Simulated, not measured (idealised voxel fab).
process module | voxel local oxidation
cross-section cut | 245 nm wide | cells 5 nm
A cross-section is a grid of square cells, given in bands from the top down. A band is one or more rows of cells.
Each band's line starts with the height of the band's top and of its bottom, in nm. Then come its materials from left to right, each with its width in nm. One material with "throughout" fills the band from edge to edge. "air" is empty space.
Height 0 is the level under which the wafer as received is all one material. The lowest band goes on downwards, as in "0 down".
A width such as "30 to 40" changes by the same amount from each row of cells to the next, from the band's top row to its bottom row.
"no change" after a step means that no cell of the cross-section changed.
closed voids: empty space of 8 cells or more with no open way to the top, each as width x height at its distance from the left edge, in nm
after a step's settings: what the simulator itself notes on the step
overlay nm, on a step with a mask: how far to the right of its planned place the mask lay; to the left if negative
plan
1 op RECEIVE | material Si
2 op OXIDIZE | depth nm 5
3 op CONFORMAL_DEP | material SiN | thk nm 15
4 op DIRECTIONAL_DEP | material aC | thk nm 15
5 op PATTERN | tone cover | mask id ACTIVE | material resist | width nm 105 | thk nm 30 | overlay nm 0
6 op DIRECTIONAL_ETCH | etch materials aC | depth nm 15
7 op STRIP | etch materials resist
8 op DIRECTIONAL_ETCH | etch materials SiN | depth nm 15
9 op STRIP | etch materials aC
10 op SELECTIVE_ETCH | etch materials SiO2 | depth nm 5
11 op OXIDIZE | depth nm 15
12 op STRIP | etch materials SiN
as received, after step 1
  0 down: Si throughout
  closed voids: none
a wafer at the end: this start, this plan, one mistake
  0 to -5: air 80 | SiO2 90 | air 75
  -5 to -20: SiO2 95 | Si 60 | SiO2 90
  -20 down: Si throughout
  closed voids: none
what went wrong: step 5 ran as: op PATTERN | tone cover | mask id ACTIVE | material resist | width nm 100 | thk nm 30 | overlay nm 0
